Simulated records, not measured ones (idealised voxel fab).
Process module heading - voxel ribs on slabs
The width of the displayed cross-section, cut, is 290 nm; its cells are square, with a size of 5 nm.
Cross-section spec: square-cell grid; bands listed top down; each band is one or more rows.
First you get the band's top height and its bottom height, in nm, and then the materials it's made of, left to right, with each width in nm. If you see a single material with "everywhere", that one covers the band edge to edge. "air" is empty space.
It should be noted that heights are counted from 0, beneath which the wafer as supplied is of one material throughout, and that the lowest band possesses no lower boundary but continues downward, as written in "top 0, no bottom".
So if you see something like "30 to 40" for the width, read it as the top row of the band sitting at the first number and the bottom row at the second, with every row in between moving by the same amount as the last.
For the purposes of this document, the phrase "all unchanged" attached to a step denotes that no cell within the cross-section was modified by that step.
Enclosed voids (no open way to top), threshold 8 cells or more, entry "Voids lacking openings", notation width x height at distance, distance from left edge, nm.
Formally, on a step line, whatever follows the settings is a remark that the simulator itself makes on the step.
The "overlay nm" setting may appear on a step's line; for a step that uses a mask, it gives how far to the right of its planned position the mask lay, and a negative value indicates the left.

**Here's what the planned process steps look like**
- 1: RECEIVE | material Si
- 2: DIRECTIONAL_DEP | material SiO2 | thk nm 20
- 3: DIRECTIONAL_DEP | material SiN | thk nm 15
- 4: PATTERN | tone cover | mask id RIB | material resist | width nm 30 | thk nm 20 | overlay nm 0
- 5: DIRECTIONAL_ETCH | etch materials SiN | depth nm 10
- 6: STRIP | etch materials resist
- 7: PATTERN | tone cover | mask id SLAB | material resist | width nm 60 | thk nm 20 | overlay nm 0
- 8: DIRECTIONAL_ETCH | etch materials SiN | depth nm 5
- 9: STRIP | etch materials resist
- 10: FILL_DEP | material SiO2 | thk nm 25
- 11: CMP | height nm 55
- 12: DIRECTIONAL_DEP | material TiN | thk nm 5
- 13: DIRECTIONAL_DEP | material aC | thk nm 15
- 14: PATTERN | tone cover | mask id HEATER | material resist | width nm 40 | thk nm 30 | overlay nm 0
- 15: DIRECTIONAL_ETCH | etch materials aC | depth nm 15
- 16: STRIP | etch materials resist
- 17: DIRECTIONAL_ETCH | etch materials TiN | depth nm 5
- 18: STRIP | etch materials aC
- 19: CONFORMAL_DEP | material SiN | thk nm 5
varied across the wafers: thk nm of step 19. The plan shows the first wafer's value. All wafers start alike

**Cut through the first of several wafers as received, post step 1**
> top 0, no bottom | Si everywhere
> Voids lacking openings: none

**First of several wafers, sectioned at end of module (last step: step 19)**
> top 65, bottom 60 | 120 of air  50 of SiN  120 of air
> top 60, bottom 55 | 125 of SiN  40 of TiN  125 of SiN
> top 55, bottom 35 | SiO2 everywhere
> top 35, bottom 25 | 130 of SiO2  30 of SiN  130 of SiO2
> top 25, bottom 20 | 115 of SiO2  60 of SiN  115 of SiO2
> top 20, bottom 0 | SiO2 everywhere
> top 0, no bottom | Si everywhere
> Voids lacking openings: none

**Showing the last wafer in cross-section at the end of the module**
> top 80, bottom 75 | 105 of air  80 of SiN  105 of air
> top 75, bottom 60 | SiN everywhere
> top 60, bottom 55 | 125 of SiN  40 of TiN  125 of SiN
> top 55, bottom 35 | SiO2 everywhere
> top 35, bottom 25 | 130 of SiO2  30 of SiN  130 of SiO2
> top 25, bottom 20 | 115 of SiO2  60 of SiN  115 of SiO2
> top 20, bottom 0 | SiO2 everywhere
> top 0, no bottom | Si everywhere
> Voids lacking openings: none

**The following table contains a row per wafer, in which are reported, at the conclusion of the module, the cells of each material gained (+) or lost (-) since the wafer's receipt, with its closed voids given thereafter**
thk nm 5, +84 SiN, +614 SiO2, +8 TiN, Voids lacking openings: none
thk nm 10, +144 SiN, +614 SiO2, +8 TiN, Voids lacking openings: none
thk nm 15, +204 SiN, +614 SiO2, +8 TiN, Voids lacking openings: none
thk nm 20, +264 SiN, +614 SiO2, +8 TiN, Voids lacking openings: none
